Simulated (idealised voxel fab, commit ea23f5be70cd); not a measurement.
The following is a process module called voxel air gaps.
FYI the section here is cut, 185 nm wide, cells are 5 nm squares.
In this document a cross-section is written as a grid of square cells. It is given as a series of bands, listed from the top down, and a band is one or more rows of cells. It is stipulated that each band's entry specify, in nanometres, the height of the top of the band and then that of its bottom, followed by the materials of the band in left-to-right sequence, each together with its width in nanometres. A single material marked by the word "all across" is understood to fill the band from edge to edge; the word "air" is understood to denote empty space. Height reference: 0 = level under which incoming wafer is all one material. Lowest band: no bottom, runs on downward, e.g. "from 0 down". Note: "30..40" means the width goes from the first number (top row of the band) to the second number (bottom row) in equal steps per row of cells. Basically "everything unchanged" means that step didn't change any cell in the cross-section. "Voids lacking openings" specifies each empty space that is not open to the top and that occupies no fewer than 8 cells, using the form width x height at distance, the distance measured from the left edge and all three quantities in nm. It should be noted that, on the line of a given step, the content following the step's settings is a remark produced by the simulator itself with respect to that step. overlay nm: where the mask lay relative to plan, measured to the right, on steps with a mask; negatives go left.
This section lists the process steps that were planned
1) RECEIVE with material Si
2) CONFORMAL_DEP with material SiO2, thk nm 10
3) CONFORMAL_DEP with material SiN, thk nm 5
4) DIRECTIONAL_DEP with material lowk, thk nm 40
5) MASKED_ETCH with tone open, mask id LINES, width nm 20, pitch nm 50, etch materials lowk, depth nm 40, overlay nm 0
6) CONFORMAL_DEP with material TiN, thk nm 5
7) FILL_DEP with material Cu, thk nm 10
8) CMP with height nm 55
9) EPI with material Ru, thk nm 10
10) SELECTIVE_ETCH with etch materials lowk, depth nm 50
11) CONFORMAL_DEP with material SiCN, thk nm 5
Wafer, first of two, run as planned
Wafer at receipt (post step 1), cross-section
- from 0 down  Si all across
- Voids lacking openings: none
Presented here is a cross-section of the wafer after step 2 has been performed
- from 10 to 0  SiO2 all across
- Beneath the level 0, the cross-section is identical to its previous state.
Presented here is a cross-section of the wafer after step 3 has been performed
- from 15 to 10  SiN all across
- Beneath the level 10, the cross-section is identical to its previous state.
Presented here is a cross-section of the wafer after step 4 has been performed
- from 55 to 15  lowk all across
- Beneath the level 15, the cross-section is identical to its previous state.
Presented here is a cross-section of the wafer after step 5 has been performed
- from 55 to 15  30 lowk | 20 air | 30 lowk | 20 air | 30 lowk | 20 air | 35 lowk
- Beneath the level 15, the cross-section is identical to its previous state.
Presented here is a cross-section of the wafer after step 6 has been performed
- from 60 to 55  35 TiN | 10 air | 40 TiN | 10 air | 40 TiN | 10 air | 40 TiN
- from 55 to 20  30 lowk | 5 TiN | 10 air | 5 TiN | 30 lowk | 5 TiN | 10 air | 5 TiN | 30 lowk | 5 TiN | 10 air | 5 TiN | 35 lowk
- from 20 to 15  30 lowk | 20 TiN | 30 lowk | 20 TiN | 30 lowk | 20 TiN | 35 lowk
- Beneath the level 15, the cross-section is identical to its previous state.
Presented here is a cross-section of the wafer after step 7 has been performed
- from 70 to 60  Cu all across
- from 60 to 55  35 TiN | 10 Cu | 40 TiN | 10 Cu | 40 TiN | 10 Cu | 40 TiN
- from 55 to 20  30 lowk | 5 TiN | 10 Cu | 5 TiN | 30 lowk | 5 TiN | 10 Cu | 5 TiN | 30 lowk | 5 TiN | 10 Cu | 5 TiN | 35 lowk
- Beneath the level 20, the cross-section is identical to its previous state.
Presented here is a cross-section of the wafer after step 8 has been performed
- from 55 to 20  30 lowk | 5 TiN | 10 Cu | 5 TiN | 30 lowk | 5 TiN | 10 Cu | 5 TiN | 30 lowk | 5 TiN | 10 Cu | 5 TiN | 35 lowk
- Beneath the level 20, the cross-section is identical to its previous state.
Presented here is a cross-section of the wafer after step 9 has been performed
- from 65 to 55  20 air | 40 Ru | 10 air | 40 Ru | 10 air | 40 Ru | 25 air
- Beneath the level 55, the cross-section is identical to its previous state.
Presented here is a cross-section of the wafer after step 10 has been performed
- from 65 to 55  20 air | 40 Ru | 10 air | 40 Ru | 10 air | 40 Ru | 25 air
- from 55 to 20  30 air | 5 TiN | 10 Cu | 5 TiN | 30 air | 5 TiN | 10 Cu | 5 TiN | 30 air | 5 TiN | 10 Cu | 5 TiN | 35 air
- from 20 to 15  30 air | 20 TiN | 30 air | 20 TiN | 30 air | 20 TiN | 35 air
- Beneath the level 15, the cross-section is identical to its previous state.
Presented here is a cross-section of the wafer after step 11 has been performed
- from 70 to 65  15 air | 150 SiCN | 20 air
- from 65 to 55  15 air | 5 SiCN | 40 Ru | 10 SiCN | 40 Ru | 10 SiCN | 40 Ru | 5 SiCN | 20 air
- from 55 to 50  15 air | 15 SiCN | 5 TiN | 10 Cu | 5 TiN | 30 SiCN | 5 TiN | 10 Cu | 5 TiN | 30 SiCN | 5 TiN | 10 Cu | 5 TiN | 15 SiCN | 20 air
- from 50 to 20  25 air | 5 SiCN | 5 TiN | 10 Cu | 5 TiN | 5 SiCN | 20 air | 5 SiCN | 5 TiN | 10 Cu | 5 TiN | 5 SiCN | 20 air | 5 SiCN | 5 TiN | 10 Cu | 5 TiN | 5 SiCN | 30 air
- from 20 to 15  30 SiCN | 20 TiN | 30 SiCN | 20 TiN | 30 SiCN | 20 TiN | 35 SiCN
- Beneath the level 15, the cross-section is identical to its previous state.
- Voids lacking openings: 20 x 30 at 55; 20 x 30 at 105
The second wafer was prepared from the same starting point and under the same plan as the first; its processing contained one mistake, and it remains indistinguishable from the first wafer up to and including step 8
Second wafer profile in section, at the moment step 9 of the plan was meant to be complete
- from 75 to 55  10 air | 160 Ru | 15 air
- Beneath the level 55, the cross-section is identical to its previous state.
Second wafer profile in section, at the moment step 10 of the plan was meant to be complete
- from 75 to 55  10 air | 160 Ru | 15 air
- from 55 to 20  30 air | 5 TiN | 10 Cu | 5 TiN | 30 lowk | 5 TiN | 10 Cu | 5 TiN | 30 lowk | 5 TiN | 10 Cu | 5 TiN | 35 air
- from 20 to 15  30 air | 20 TiN | 30 lowk | 20 TiN | 30 lowk | 20 TiN | 35 air
- Beneath the level 15, the cross-section is identical to its previous state.
Second wafer profile in section, at the moment step 11 of the plan was meant to be complete
- from 80 to 75  5 air | 170 SiCN | 10 air
- from 75 to 55  5 air | 5 SiCN | 160 Ru | 5 SiCN | 10 air
- from 55 to 50  5 air | 25 SiCN | 5 TiN | 10 Cu | 5 TiN | 30 lowk | 5 TiN | 10 Cu | 5 TiN | 30 lowk | 5 TiN | 10 Cu | 5 TiN | 25 SiCN | 10 air
- from 50 to 20  25 air | 5 SiCN | 5 TiN | 10 Cu | 5 TiN | 30 lowk | 5 TiN | 10 Cu | 5 TiN | 30 lowk | 5 TiN | 10 Cu | 5 TiN | 5 SiCN | 30 air
- from 20 to 15  30 SiCN | 20 TiN | 30 lowk | 20 TiN | 30 lowk | 20 TiN | 35 SiCN
- Beneath the level 15, the cross-section is identical to its previous state.
What was done differently from what was planned? the plan's step 9 ran twice
Final difference in cells, second wafer against first, listed per material as more or fewer: 80 more of Ru | 44 fewer of SiCN | 96 more of lowk
Note - end result: 2 closed voids (first wafer), 0 closed voids (second wafer).
